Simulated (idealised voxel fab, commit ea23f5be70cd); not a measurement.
The name of this process module is voxel air gaps.
Cross-sectional view cut (width: 220 nm; square cell size: 5 nm).
If you're reading a cross-section in this doc, picture square cells in a grid; it comes to you as bands, top ones listed first down to the bottom, and a band can be one or more rows of cells.
What a band's entry tells you: where the top is and where the bottom is, as heights in nm, and after that what lies inside, material by material from left to right, each with its width in nm. Empty space is written as the word "empty", and a single material marked with the word "all across" occupies the band from edge to edge.
Ref level 0: as-received wafer is one material below here. Bottom band extends down with no lower bound ("0 nm and below").
A width such as "30..40" changes by the same amount from each row of cells to the next, from the band's top row to its bottom row.
Take "remains unaltered" at face value: in the step it is given for, the cross-section changed in none of its cells.
In the "Enclosed internal cavities" entry, you get each enclosed empty space of 8 cells or more, one with no open way to the top, written width x height at distance, distance from the left edge, in nm.
What comes after the settings on a step's line is commentary from the simulator itself on that step.
Regarding "overlay nm": on a step with a mask, it is the distance the mask lay to the right of its planned place; a negative value places it to the left.
Every pair from here on: before one process step, after it. The after cross-section reaches only to the lowest band that changed. Below the pair: the step in between and its settings. Pairs can belong to different runs of this module on the same starting wafer; a pair carries on from the pair above only if the entry headed "Pre-step profile" says so.

-- Pre-step profile
> 0 nm and below = Si all across
> Enclosed internal cavities: none

-- Post-Step Geometry
> 15 nm to 0 nm = SiO2 all across
> For the remainder of the cross-section, below 0, there is no change.
> Enclosed internal cavities: none
Name the step between the before and after sections above: CONFORMAL_DEP [material SiO2] [thk nm 15]

Pre-step profile: The pre-step condition corresponds to the post-step cross-section depicted in the pair directly above.

-- Post-Step Geometry
> 20 nm to 15 nm = SiN all across
> For the remainder of the cross-section, below 15, there is no change.
> Enclosed internal cavities: none
Name the step between the before and after sections above: CONFORMAL_DEP [material SiN] [thk nm 5]

Pre-step profile: The pre-step condition corresponds to the post-step cross-section depicted in the pair directly above.

-- Post-Step Geometry
> 55 nm to 20 nm = SiO2 all across
> For the remainder of the cross-section, below 20, there is no change.
> Enclosed internal cavities: none
Name the step between the before and after sections above: DIRECTIONAL_DEP [material SiO2] [thk nm 35]

Pre-step profile: The pre-step condition corresponds to the post-step cross-section depicted in the pair directly above.

-- Post-Step Geometry
> 70 nm to 55 nm = aC all across
> For the remainder of the cross-section, below 55, there is no change.
> Enclosed internal cavities: none
Name the step between the before and after sections above: DIRECTIONAL_DEP [material aC] [thk nm 15]

Pre-step profile: The pre-step condition corresponds to the post-step cross-section depicted in the pair directly above.

-- Post-Step Geometry
> 100 nm to 70 nm = resist=25 | empty=20 | resist=30 | empty=20 | resist=30 | empty=20 | resist=30 | empty=20 | resist=25
> For the remainder of the cross-section, below 70, there is no change.
> Enclosed internal cavities: none
Name the step between the before and after sections above: PATTERN [tone open] [mask id LINES] [material resist] [width nm 20] [pitch nm 50] [thk nm 30] [overlay nm 0]

Pre-step profile: The pre-step condition corresponds to the post-step cross-section depicted in the pair directly above.

-- Post-Step Geometry
> 85 nm to 70 nm = resist=25 | empty=20 | resist=30 | empty=20 | resist=30 | empty=20 | resist=30 | empty=20 | resist=25
> 70 nm to 55 nm = aC=25 | empty=20 | aC=30 | empty=20 | aC=30 | empty=20 | aC=30 | empty=20 | aC=25
> For the remainder of the cross-section, below 55, there is no change.
> Enclosed internal cavities: none
Name the step between the before and after sections above: DIRECTIONAL_ETCH [etch materials aC] [depth nm 15]

Pre-step profile: The pre-step condition corresponds to the post-step cross-section depicted in the pair directly above.

-- Post-Step Geometry
> 70 nm to 55 nm = aC=25 | empty=20 | aC=30 | empty=20 | aC=30 | empty=20 | aC=30 | empty=20 | aC=25
> For the remainder of the cross-section, below 55, there is no change.
> Enclosed internal cavities: none
Name the step between the before and after sections above: STRIP [etch materials resist]

Pre-step profile: The pre-step condition corresponds to the post-step cross-section depicted in the pair directly above.

-- Post-Step Geometry
> 70 nm to 55 nm = aC=25 | empty=20 | aC=30 | empty=20 | aC=30 | empty=20 | aC=30 | empty=20 | aC=25
> 55 nm to 20 nm = SiO2=25 | empty=20 | SiO2=30 | empty=20 | SiO2=30 | empty=20 | SiO2=30 | empty=20 | SiO2=25
> For the remainder of the cross-section, below 20, there is no change.
> Enclosed internal cavities: none
Name the step between the before and after sections above: DIRECTIONAL_ETCH [etch materials SiO2] [depth nm 35]

Pre-step profile: The pre-step condition corresponds to the post-step cross-section depicted in the pair directly above.

-- Post-Step Geometry
> 55 nm to 20 nm = SiO2=25 | empty=20 | SiO2=30 | empty=20 | SiO2=30 | empty=20 | SiO2=30 | empty=20 | SiO2=25
> For the remainder of the cross-section, below 20, there is no change.
> Enclosed internal cavities: none
Name the step between the before and after sections above: STRIP [etch materials aC]

Pre-step profile: The pre-step condition corresponds to the post-step cross-section depicted in the pair directly above.

-- Post-Step Geometry
> 60 nm to 55 nm = TiN=30 | empty=10 | TiN=40 | empty=10 | TiN=40 | empty=10 | TiN=40 | empty=10 | TiN=30
> 55 nm to 25 nm = SiO2=25 | TiN=5 | empty=10 | TiN=5 | SiO2=30 | TiN=5 | empty=10 | TiN=5 | SiO2=30 | TiN=5 | empty=10 | TiN=5 | SiO2=30 | TiN=5 | empty=10 | TiN=5 | SiO2=25
> 25 nm to 20 nm = SiO2=25 | TiN=20 | SiO2=30 | TiN=20 | SiO2=30 | TiN=20 | SiO2=30 | TiN=20 | SiO2=25
> For the remainder of the cross-section, below 20, there is no change.
> Enclosed internal cavities: none
Name the step between the before and after sections above: CONFORMAL_DEP [material TiN] [thk nm 5]

Pre-step profile: The pre-step condition corresponds to the post-step cross-section depicted in the pair directly above.

-- Post-Step Geometry
> 70 nm to 60 nm = W all across
> 60 nm to 55 nm = TiN=30 | W=10 | TiN=40 | W=10 | TiN=40 | W=10 | TiN=40 | W=10 | TiN=30
> 55 nm to 25 nm = SiO2=25 | TiN=5 | W=10 | TiN=5 | SiO2=30 | TiN=5 | W=10 | TiN=5 | SiO2=30 | TiN=5 | W=10 | TiN=5 | SiO2=30 | TiN=5 | W=10 | TiN=5 | SiO2=25
> For the remainder of the cross-section, below 25, there is no change.
> Enclosed internal cavities: none
Name the step between the before and after sections above: FILL_DEP [material W] [thk nm 10]

Pre-step profile: The pre-step condition corresponds to the post-step cross-section depicted in the pair directly above.

-- Post-Step Geometry
> 55 nm to 25 nm = SiO2=25 | TiN=5 | W=10 | TiN=5 | SiO2=30 | TiN=5 | W=10 | TiN=5 | SiO2=30 | TiN=5 | W=10 | TiN=5 | SiO2=30 | TiN=5 | W=10 | TiN=5 | SiO2=25
> For the remainder of the cross-section, below 25, there is no change.
> Enclosed internal cavities: none
Name the step between the before and after sections above: CMP [height nm 55]

Pre-step profile: The pre-step condition corresponds to the post-step cross-section depicted in the pair directly above.

-- Post-Step Geometry
> 65 nm to 55 nm = empty=15 | Ru=40 | empty=10 | Ru=40 | empty=10 | Ru=40 | empty=10 | Ru=40 | empty=15
> For the remainder of the cross-section, below 55, there is no change.
> Enclosed internal cavities: none
Name the step between the before and after sections above: EPI [material Ru] [thk nm 10]

Pre-step profile: The pre-step condition corresponds to the post-step cross-section depicted in the pair directly above.

-- Post-Step Geometry
> 65 nm to 55 nm = empty=15 | Ru=40 | empty=10 | Ru=40 | empty=10 | Ru=40 | empty=10 | Ru=40 | empty=15
> 55 nm to 25 nm = empty=25 | TiN=5 | W=10 | TiN=5 | empty=30 | TiN=5 | W=10 | TiN=5 | empty=30 | TiN=5 | W=10 | TiN=5 | empty=30 | TiN=5 | W=10 | TiN=5 | empty=25
> 25 nm to 20 nm = empty=25 | TiN=20 | empty=30 | TiN=20 | empty=30 | TiN=20 | empty=30 | TiN=20 | empty=25
> For the remainder of the cross-section, below 20, there is no change.
> Enclosed internal cavities: none
Name the step between the before and after sections above: SELECTIVE_ETCH [etch materials SiO2] [depth nm 45]

Pre-step profile: The pre-step condition corresponds to the post-step cross-section depicted in the pair directly above.

-- Post-Step Geometry
> 70 nm to 65 nm = empty=10 | SiCN=200 | empty=10
> 65 nm to 55 nm = empty=10 | SiCN=5 | Ru=40 | SiCN=10 | Ru=40 | SiCN=10 | Ru=40 | SiCN=10 | Ru=40 | SiCN=5 | empty=10
> 55 nm to 50 nm = empty=10 | SiCN=15 | TiN=5 | W=10 | TiN=5 | SiCN=30 | TiN=5 | W=10 | TiN=5 | SiCN=30 | TiN=5 | W=10 | TiN=5 | SiCN=30 | TiN=5 | W=10 | TiN=5 | SiCN=15 | empty=10
> 50 nm to 25 nm = empty=20 | SiCN=5 | TiN=5 | W=10 | TiN=5 | SiCN=5 | empty=20 | SiCN=5 | TiN=5 | W=10 | TiN=5 | SiCN=5 | empty=20 | SiCN=5 | TiN=5 | W=10 | TiN=5 | SiCN=5 | empty=20 | SiCN=5 | TiN=5 | W=10 | TiN=5 | SiCN=5 | empty=20
> 25 nm to 20 nm = SiCN=25 | TiN=20 | SiCN=30 | TiN=20 | SiCN=30 | TiN=20 | SiCN=30 | TiN=20 | SiCN=25
> For the remainder of the cross-section, below 20, there is no change.
> Enclosed internal cavities: 20 x 25 at 50; 20 x 25 at 100; 20 x 25 at 150
Name the step between the before and after sections above: CONFORMAL_DEP [material SiCN] [thk nm 5]

-- Pre-step profile
> 0 nm and below = Si all across
> Enclosed internal cavities: none

-- Post-Step Geometry
> 5 nm to 0 nm = SiN all across
> For the remainder of the cross-section, below 0, there is no change.
> Enclosed internal cavities: none
Name the step between the before and after sections above: CONFORMAL_DEP [material SiN] [thk nm 5]

Pre-step profile: The pre-step condition corresponds to the post-step cross-section depicted in the pair directly above.

-- Post-Step Geometry
> 40 nm to 5 nm = SiO2 all across
> For the remainder of the cross-section, below 5, there is no change.
> Enclosed internal cavities: none
Name the step between the before and after sections above: DIRECTIONAL_DEP [material SiO2] [thk nm 35]

Pre-step profile: The pre-step condition corresponds to the post-step cross-section depicted in the pair directly above.

-- Post-Step Geometry
> 55 nm to 40 nm = aC all across
> For the remainder of the cross-section, below 40, there is no change.
> Enclosed internal cavities: none
Name the step between the before and after sections above: DIRECTIONAL_DEP [material aC] [thk nm 15]

Pre-step profile: The pre-step condition corresponds to the post-step cross-section depicted in the pair directly above.

-- Post-Step Geometry
> 85 nm to 55 nm = resist=25 | empty=20 | resist=30 | empty=20 | resist=30 | empty=20 | resist=30 | empty=20 | resist=25
> For the remainder of the cross-section, below 55, there is no change.
> Enclosed internal cavities: none
Name the step between the before and after sections above: PATTERN [tone open] [mask id LINES] [material resist] [width nm 20] [pitch nm 50] [thk nm 30] [overlay nm 0]

Pre-step profile: The pre-step condition corresponds to the post-step cross-section depicted in the pair directly above.

-- Post-Step Geometry
> 70 nm to 55 nm = resist=25 | empty=20 | resist=30 | empty=20 | resist=30 | empty=20 | resist=30 | empty=20 | resist=25
> 55 nm to 40 nm = aC=25 | empty=20 | aC=30 | empty=20 | aC=30 | empty=20 | aC=30 | empty=20 | aC=25
> For the remainder of the cross-section, below 40, there is no change.
> Enclosed internal cavities: none
Name the step between the before and after sections above: DIRECTIONAL_ETCH [etch materials aC] [depth nm 15]

Pre-step profile: The pre-step condition corresponds to the post-step cross-section depicted in the pair directly above.

-- Post-Step Geometry
> 55 nm to 40 nm = aC=25 | empty=20 | aC=30 | empty=20 | aC=30 | empty=20 | aC=30 | empty=20 | aC=25
> For the remainder of the cross-section, below 40, there is no change.
> Enclosed internal cavities: none
Name the step between the before and after sections above: STRIP [etch materials resist]

Pre-step profile: The pre-step condition corresponds to the post-step cross-section depicted in the pair directly above.

-- Post-Step Geometry
> 55 nm to 40 nm = aC=25 | empty=20 | aC=30 | empty=20 | aC=30 | empty=20 | aC=30 | empty=20 | aC=25
> 40 nm to 5 nm = SiO2=25 | empty=20 | SiO2=30 | empty=20 | SiO2=30 | empty=20 | SiO2=30 | empty=20 | SiO2=25
> For the remainder of the cross-section, below 5, there is no change.
> Enclosed internal cavities: none
Name the step between the before and after sections above: DIRECTIONAL_ETCH [etch materials SiO2] [depth nm 35]

Pre-step profile: The pre-step condition corresponds to the post-step cross-section depicted in the pair directly above.

-- Post-Step Geometry
> 40 nm to 5 nm = SiO2=25 | empty=20 | SiO2=30 | empty=20 | SiO2=30 | empty=20 | SiO2=30 | empty=20 | SiO2=25
> For the remainder of the cross-section, below 5, there is no change.
> Enclosed internal cavities: none
Name the step between the before and after sections above: STRIP [etch materials aC]

Pre-step profile: The pre-step condition corresponds to the post-step cross-section depicted in the pair directly above.

-- Post-Step Geometry
> 45 nm to 40 nm = TiN=30 | empty=10 | TiN=40 | empty=10 | TiN=40 | empty=10 | TiN=40 | empty=10 | TiN=30
> 40 nm to 10 nm = SiO2=25 | TiN=5 | empty=10 | TiN=5 | SiO2=30 | TiN=5 | empty=10 | TiN=5 | SiO2=30 | TiN=5 | empty=10 | TiN=5 | SiO2=30 | TiN=5 | empty=10 | TiN=5 | SiO2=25
> 10 nm to 5 nm = SiO2=25 | TiN=20 | SiO2=30 | TiN=20 | SiO2=30 | TiN=20 | SiO2=30 | TiN=20 | SiO2=25
> For the remainder of the cross-section, below 5, there is no change.
> Enclosed internal cavities: none
Name the step between the before and after sections above: CONFORMAL_DEP [material TiN] [thk nm 5]

Pre-step profile: The pre-step condition corresponds to the post-step cross-section depicted in the pair directly above.

-- Post-Step Geometry
> 55 nm to 45 nm = W all across
> 45 nm to 40 nm = TiN=30 | W=10 | TiN=40 | W=10 | TiN=40 | W=10 | TiN=40 | W=10 | TiN=30
> 40 nm to 10 nm = SiO2=25 | TiN=5 | W=10 | TiN=5 | SiO2=30 | TiN=5 | W=10 | TiN=5 | SiO2=30 | TiN=5 | W=10 | TiN=5 | SiO2=30 | TiN=5 | W=10 | TiN=5 | SiO2=25
> For the remainder of the cross-section, below 10, there is no change.
> Enclosed internal cavities: none
Name the step between the before and after sections above: FILL_DEP [material W] [thk nm 10]

Pre-step profile: The pre-step condition corresponds to the post-step cross-section depicted in the pair directly above.

-- Post-Step Geometry
> 65 nm to 55 nm = Ru all across
> For the remainder of the cross-section, below 55, there is no change.
> Enclosed internal cavities: none
Name the step between the before and after sections above: EPI [material Ru] [thk nm 10]

Pre-step profile: The pre-step condition corresponds to the post-step cross-section depicted in the pair directly above.

-- Post-Step Geometry
> 70 nm to 65 nm = SiCN all across
> For the remainder of the cross-section, below 65, there is no change.
> Enclosed internal cavities: none
Name the step between the before and after sections above: CONFORMAL_DEP [material SiCN] [thk nm 5]

-- Pre-step profile
> 65 nm to 55 nm = empty=15 | Ru=40 | empty=10 | Ru=40 | empty=10 | Ru=40 | empty=10 | Ru=40 | empty=15
> 55 nm to 25 nm = SiO2=25 | TiN=5 | W=10 | TiN=5 | SiO2=30 | TiN=5 | W=10 | TiN=5 | SiO2=30 | TiN=5 | W=10 | TiN=5 | SiO2=30 | TiN=5 | W=10 | TiN=5 | SiO2=25
> 25 nm to 20 nm = SiO2=25 | TiN=20 | SiO2=30 | TiN=20 | SiO2=30 | TiN=20 | SiO2=30 | TiN=20 | SiO2=25
> 20 nm to 15 nm = SiN all across
> 15 nm to 0 nm = SiO2 all across
> 0 nm and below = Si all across
> Enclosed internal cavities: none

-- Post-Step Geometry
> 75 nm to 55 nm = empty=5 | Ru=210 | empty=5
> For the remainder of the cross-section, below 55, there is no change.
> Enclosed internal cavities: none
Name the step between the before and after sections above: EPI [material Ru] [thk nm 10]

Pre-step profile: The pre-step condition corresponds to the post-step cross-section depicted in the pair directly above.

-- Post-Step Geometry
> 75 nm to 55 nm = empty=5 | Ru=210 | empty=5
> 55 nm to 25 nm = empty=25 | TiN=5 | W=10 | TiN=5 | SiO2=30 | TiN=5 | W=10 | TiN=5 | SiO2=30 | TiN=5 | W=10 | TiN=5 | SiO2=30 | TiN=5 | W=10 | TiN=5 | empty=25
> 25 nm to 20 nm = empty=25 | TiN=20 | SiO2=30 | TiN=20 | SiO2=30 | TiN=20 | SiO2=30 | TiN=20 | empty=25
> For the remainder of the cross-section, below 20, there is no change.
> Enclosed internal cavities: none
Name the step between the before and after sections above: SELECTIVE_ETCH [etch materials SiO2] [depth nm 45]

Pre-step profile: The pre-step condition corresponds to the post-step cross-section depicted in the pair directly above.

-- Post-Step Geometry
> 80 nm to 75 nm = SiCN all across
> 75 nm to 55 nm = SiCN=5 | Ru=210 | SiCN=5
> 55 nm to 50 nm = SiCN=25 | TiN=5 | W=10 | TiN=5 | SiO2=30 | TiN=5 | W=10 | TiN=5 | SiO2=30 | TiN=5 | W=10 | TiN=5 | SiO2=30 | TiN=5 | W=10 | TiN=5 | SiCN=25
> 50 nm to 25 nm = empty=20 | SiCN=5 | TiN=5 | W=10 | TiN=5 | SiO2=30 | TiN=5 | W=10 | TiN=5 | SiO2=30 | TiN=5 | W=10 | TiN=5 | SiO2=30 | TiN=5 | W=10 | TiN=5 | SiCN=5 | empty=20
> 25 nm to 20 nm = SiCN=25 | TiN=20 | SiO2=30 | TiN=20 | SiO2=30 | TiN=20 | SiO2=30 | TiN=20 | SiCN=25
> For the remainder of the cross-section, below 20, there is no change.
> Enclosed internal cavities: 20 x 25 at 0; 20 x 25 at 200
Name the step between the before and after sections above: CONFORMAL_DEP [material SiCN] [thk nm 5]

-- Pre-step profile
> 15 nm to 0 nm = SiO2 all across
> 0 nm and below = Si all across
> Enclosed internal cavities: none

-- Post-Step Geometry
> 50 nm to 0 nm = SiO2 all across
> For the remainder of the cross-section, below 0, there is no change.
> Enclosed internal cavities: none
Name the step between the before and after sections above: DIRECTIONAL_DEP [material SiO2] [thk nm 35]

Pre-step profile: The pre-step condition corresponds to the post-step cross-section depicted in the pair directly above.

-- Post-Step Geometry
> 55 nm to 50 nm = SiN all across
> For the remainder of the cross-section, below 50, there is no change.
> Enclosed internal cavities: none
Name the step between the before and after sections above: CONFORMAL_DEP [material SiN] [thk nm 5]

Pre-step profile: The pre-step condition corresponds to the post-step cross-section depicted in the pair directly above.

-- Post-Step Geometry
> 70 nm to 55 nm = aC all across
> For the remainder of the cross-section, below 55, there is no change.
> Enclosed internal cavities: none
Name the step between the before and after sections above: DIRECTIONAL_DEP [material aC] [thk nm 15]

Pre-step profile: The pre-step condition corresponds to the post-step cross-section depicted in the pair directly above.

-- Post-Step Geometry
> 100 nm to 70 nm = resist=25 | empty=20 | resist=30 | empty=20 | resist=30 | empty=20 | resist=30 | empty=20 | resist=25
> For the remainder of the cross-section, below 70, there is no change.
> Enclosed internal cavities: none
Name the step between the before and after sections above: PATTERN [tone open] [mask id LINES] [material resist] [width nm 20] [pitch nm 50] [thk nm 30] [overlay nm 0]

Pre-step profile: The pre-step condition corresponds to the post-step cross-section depicted in the pair directly above.

-- Post-Step Geometry
> 85 nm to 70 nm = resist=25 | empty=20 | resist=30 | empty=20 | resist=30 | empty=20 | resist=30 | empty=20 | resist=25
> 70 nm to 55 nm = aC=25 | empty=20 | aC=30 | empty=20 | aC=30 | empty=20 | aC=30 | empty=20 | aC=25
> For the remainder of the cross-section, below 55, there is no change.
> Enclosed internal cavities: none
Name the step between the before and after sections above: DIRECTIONAL_ETCH [etch materials aC] [depth nm 15]

Pre-step profile: The pre-step condition corresponds to the post-step cross-section depicted in the pair directly above.

-- Post-Step Geometry
> 70 nm to 55 nm = aC=25 | empty=20 | aC=30 | empty=20 | aC=30 | empty=20 | aC=30 | empty=20 | aC=25
> For the remainder of the cross-section, below 55, there is no change.
> Enclosed internal cavities: none
Name the step between the before and after sections above: STRIP [etch materials resist]

Pre-step profile: The pre-step condition corresponds to the post-step cross-section depicted in the pair directly above.

-- Post-Step Geometry
> 55 nm to 50 nm = SiN all across
> For the remainder of the cross-section, below 50, there is no change.
> Enclosed internal cavities: none
Name the step between the before and after sections above: STRIP [etch materials aC]

Pre-step profile: The pre-step condition corresponds to the post-step cross-section depicted in the pair directly above.

-- Post-Step Geometry
> 60 nm to 55 nm = TiN all across
> For the remainder of the cross-section, below 55, there is no change.
> Enclosed internal cavities: none
Name the step between the before and after sections above: CONFORMAL_DEP [material TiN] [thk nm 5]

Pre-step profile: The pre-step condition corresponds to the post-step cross-section depicted in the pair directly above.

-- Post-Step Geometry
> 70 nm to 60 nm = W all across
> For the remainder of the cross-section, below 60, there is no change.
> Enclosed internal cavities: none
Name the step between the before and after sections above: FILL_DEP [material W] [thk nm 10]

Pre-step profile: The pre-step condition corresponds to the post-step cross-section depicted in the pair directly above.

-- Post-Step Geometry
> 55 nm to 50 nm = SiN all across
> For the remainder of the cross-section, below 50, there is no change.
> Enclosed internal cavities: none
Name the step between the before and after sections above: CMP [height nm 55]

Pre-step profile: The pre-step condition corresponds to the post-step cross-section depicted in the pair directly above.

-- Post-Step Geometry
> 60 nm to 55 nm = SiCN all across
> For the remainder of the cross-section, below 55, there is no change.
> Enclosed internal cavities: none
Name the step between the before and after sections above: CONFORMAL_DEP [material SiCN] [thk nm 5]

-- Pre-step profile
> 70 nm to 60 nm = W all across
> 60 nm to 55 nm = TiN=30 | W=10 | TiN=40 | W=10 | TiN=40 | W=10 | TiN=40 | W=10 | TiN=30
> 55 nm to 25 nm = SiO2=25 | TiN=5 | W=10 | TiN=5 | SiO2=30 | TiN=5 | W=10 | TiN=5 | SiO2=30 | TiN=5 | W=10 | TiN=5 | SiO2=30 | TiN=5 | W=10 | TiN=5 | SiO2=25
> 25 nm to 20 nm = SiO2=25 | TiN=20 | SiO2=30 | TiN=20 | SiO2=30 | TiN=20 | SiO2=30 | TiN=20 | SiO2=25
> 20 nm to 15 nm = SiN all across
> 15 nm to 0 nm = SiO2 all across
> 0 nm and below = Si all across
> Enclosed internal cavities: none

-- Post-Step Geometry
> 65 nm to 60 nm = W all across
> For the remainder of the cross-section, below 60, there is no change.
> Enclosed internal cavities: none
Name the step between the before and after sections above: CMP [height nm 65]

Pre-step profile: The pre-step condition corresponds to the post-step cross-section depicted in the pair directly above.

-- Post-Step Geometry
> 75 nm to 65 nm = Ru all across
> For the remainder of the cross-section, below 65, there is no change.
> Enclosed internal cavities: none
Name the step between the before and after sections above: EPI [material Ru] [thk nm 10]

Pre-step profile: The pre-step condition corresponds to the post-step cross-section depicted in the pair directly above.

-- Post-Step Geometry
> 80 nm to 75 nm = SiCN all across
> For the remainder of the cross-section, below 75, there is no change.
> Enclosed internal cavities: none
Name the step between the before and after sections above: CONFORMAL_DEP [material SiCN] [thk nm 5]

-- Pre-step profile
> 70 nm to 55 nm = aC all across
> 55 nm to 20 nm = SiO2 all across
> 20 nm to 15 nm = SiN all across
> 15 nm to 0 nm = SiO2 all across
> 0 nm and below = Si all across
> Enclosed internal cavities: none

-- Post-Step Geometry
> 100 nm to 70 nm = resist=30 | empty=15 | resist=35 | empty=15 | resist=35 | empty=15 | resist=35 | empty=15 | resist=25
> For the remainder of the cross-section, below 70, there is no change.
> Enclosed internal cavities: none
Name the step between the before and after sections above: PATTERN [tone open] [mask id LINES] [material resist] [width nm 15] [pitch nm 50] [thk nm 30] [overlay nm 0]

Pre-step profile: The pre-step condition corresponds to the post-step cross-section depicted in the pair directly above.

-- Post-Step Geometry
> 85 nm to 70 nm = resist=30 | empty=15 | resist=35 | empty=15 | resist=35 | empty=15 | resist=35 | empty=15 | resist=25
> 70 nm to 55 nm = aC=30 | empty=15 | aC=35 | empty=15 | aC=35 | empty=15 | aC=35 | empty=15 | aC=25
> For the remainder of the cross-section, below 55, there is no change.
> Enclosed internal cavities: none
Name the step between the before and after sections above: DIRECTIONAL_ETCH [etch materials aC] [depth nm 15]

Pre-step profile: The pre-step condition corresponds to the post-step cross-section depicted in the pair directly above.

-- Post-Step Geometry
> 70 nm to 55 nm = aC=30 | empty=15 | aC=35 | empty=15 | aC=35 | empty=15 | aC=35 | empty=15 | aC=25
> For the remainder of the cross-section, below 55, there is no change.
> Enclosed internal cavities: none
Name the step between the before and after sections above: STRIP [etch materials resist]

Pre-step profile: The pre-step condition corresponds to the post-step cross-section depicted in the pair directly above.

-- Post-Step Geometry
> 70 nm to 55 nm = aC=30 | empty=15 | aC=35 | empty=15 | aC=35 | empty=15 | aC=35 | empty=15 | aC=25
> 55 nm to 20 nm = SiO2=30 | empty=15 | SiO2=35 | empty=15 | SiO2=35 | empty=15 | SiO2=35 | empty=15 | SiO2=25
> For the remainder of the cross-section, below 20, there is no change.
> Enclosed internal cavities: none
Name the step between the before and after sections above: DIRECTIONAL_ETCH [etch materials SiO2] [depth nm 35]

Pre-step profile: The pre-step condition corresponds to the post-step cross-section depicted in the pair directly above.

-- Post-Step Geometry
> 55 nm to 20 nm = SiO2=30 | empty=15 | SiO2=35 | empty=15 | SiO2=35 | empty=15 | SiO2=35 | empty=15 | SiO2=25
> For the remainder of the cross-section, below 20, there is no change.
> Enclosed internal cavities: none
Name the step between the before and after sections above: STRIP [etch materials aC]

Pre-step profile: The pre-step condition corresponds to the post-step cross-section depicted in the pair directly above.

-- Post-Step Geometry
> 60 nm to 55 nm = TiN=35 | empty=5 | TiN=45 | empty=5 | TiN=45 | empty=5 | TiN=45 | empty=5 | TiN=30
> 55 nm to 25 nm = SiO2=30 | TiN=5 | empty=5 | TiN=5 | SiO2=35 | TiN=5 | empty=5 | TiN=5 | SiO2=35 | TiN=5 | empty=5 | TiN=5 | SiO2=35 | TiN=5 | empty=5 | TiN=5 | SiO2=25
> 25 nm to 20 nm = SiO2=30 | TiN=15 | SiO2=35 | TiN=15 | SiO2=35 | TiN=15 | SiO2=35 | TiN=15 | SiO2=25
> For the remainder of the cross-section, below 20, there is no change.
> Enclosed internal cavities: none
Name the step between the before and after sections above: CONFORMAL_DEP [material TiN] [thk nm 5]

Pre-step profile: The pre-step condition corresponds to the post-step cross-section depicted in the pair directly above.

-- Post-Step Geometry
> 70 nm to 60 nm = W all across
> 60 nm to 55 nm = TiN=35 | W=5 | TiN=45 | W=5 | TiN=45 | W=5 | TiN=45 | W=5 | TiN=30
> 55 nm to 25 nm = SiO2=30 | TiN=5 | W=5 | TiN=5 | SiO2=35 | TiN=5 | W=5 | TiN=5 | SiO2=35 | TiN=5 | W=5 | TiN=5 | SiO2=35 | TiN=5 | W=5 | TiN=5 | SiO2=25
> For the remainder of the cross-section, below 25, there is no change.
> Enclosed internal cavities: none
Name the step between the before and after sections above: FILL_DEP [material W] [thk nm 10]

Pre-step profile: The pre-step condition corresponds to the post-step cross-section depicted in the pair directly above.

-- Post-Step Geometry
> 55 nm to 25 nm = SiO2=30 | TiN=5 | W=5 | TiN=5 | SiO2=35 | TiN=5 | W=5 | TiN=5 | SiO2=35 | TiN=5 | W=5 | TiN=5 | SiO2=35 | TiN=5 | W=5 | TiN=5 | SiO2=25
> For the remainder of the cross-section, below 25, there is no change.
> Enclosed internal cavities: none
Name the step between the before and after sections above: CMP [height nm 55]

Pre-step profile: The pre-step condition corresponds to the post-step cross-section depicted in the pair directly above.

-- Post-Step Geometry
> 65 nm to 55 nm = empty=20 | Ru=35 | empty=15 | Ru=35 | empty=15 | Ru=35 | empty=15 | Ru=35 | empty=15
> For the remainder of the cross-section, below 55, there is no change.
> Enclosed internal cavities: none
Name the step between the before and after sections above: EPI [material Ru] [thk nm 10]

Pre-step profile: The pre-step condition corresponds to the post-step cross-section depicted in the pair directly above.

-- Post-Step Geometry
> 65 nm to 55 nm = empty=20 | Ru=35 | empty=15 | Ru=35 | empty=15 | Ru=35 | empty=15 | Ru=35 | empty=15
> 55 nm to 25 nm = empty=30 | TiN=5 | W=5 | TiN=5 | empty=35 | TiN=5 | W=5 | TiN=5 | empty=35 | TiN=5 | W=5 | TiN=5 | empty=35 | TiN=5 | W=5 | TiN=5 | empty=25
> 25 nm to 20 nm = empty=30 | TiN=15 | empty=35 | TiN=15 | empty=35 | TiN=15 | empty=35 | TiN=15 | empty=25
> For the remainder of the cross-section, below 20, there is no change.
> Enclosed internal cavities: none
Name the step between the before and after sections above: SELECTIVE_ETCH [etch materials SiO2] [depth nm 45]

Pre-step profile: The pre-step condition corresponds to the post-step cross-section depicted in the pair directly above.

-- Post-Step Geometry
> 70 nm to 65 nm = empty=15 | SiCN=45 | empty=5 | SiCN=45 | empty=5 | SiCN=45 | empty=5 | SiCN=45 | empty=10
> 65 nm to 55 nm = empty=15 | SiCN=5 | Ru=35 | SiCN=5 | empty=5 | SiCN=5 | Ru=35 | SiCN=5 | empty=5 | SiCN=5 | Ru=35 | SiCN=5 | empty=5 | SiCN=5 | Ru=35 | SiCN=5 | empty=10
> 55 nm to 50 nm = empty=15 | SiCN=15 | TiN=5 | W=5 | TiN=5 | SiCN=15 | empty=5 | SiCN=15 | TiN=5 | W=5 | TiN=5 | SiCN=15 | empty=5 | SiCN=15 | TiN=5 | W=5 | TiN=5 | SiCN=15 | empty=5 | SiCN=15 | TiN=5 | W=5 | TiN=5 | SiCN=15 | empty=10
> 50 nm to 25 nm = empty=25 | SiCN=5 | TiN=5 | W=5 | TiN=5 | SiCN=5 | empty=25 | SiCN=5 | TiN=5 | W=5 | TiN=5 | SiCN=5 | empty=25 | SiCN=5 | TiN=5 | W=5 | TiN=5 | SiCN=5 | empty=25 | SiCN=5 | TiN=5 | W=5 | TiN=5 | SiCN=5 | empty=20
> 25 nm to 20 nm = SiCN=30 | TiN=15 | SiCN=35 | TiN=15 | SiCN=35 | TiN=15 | SiCN=35 | TiN=15 | SiCN=25
> For the remainder of the cross-section, below 20, there is no change.
> Enclosed internal cavities: none
Name the step between the before and after sections above: CONFORMAL_DEP [material SiCN] [thk nm 5]

-- Pre-step profile
> 70 nm to 55 nm = aC all across
> 55 nm to 20 nm = SiO2 all across
> 20 nm to 15 nm = SiN all across
> 15 nm to 0 nm = SiO2 all across
> 0 nm and below = Si all across
> Enclosed internal cavities: none

-- Post-Step Geometry
> 100 nm to 70 nm = resist=35 | empty=20 | resist=30 | empty=20 | resist=30 | empty=20 | resist=30 | empty=20 | resist=15
> For the remainder of the cross-section, below 70, there is no change.
> Enclosed internal cavities: none
Name the step between the before and after sections above: PATTERN [tone open] [mask id LINES] [material resist] [width nm 20] [pitch nm 50] [thk nm 30] [overlay nm 10]
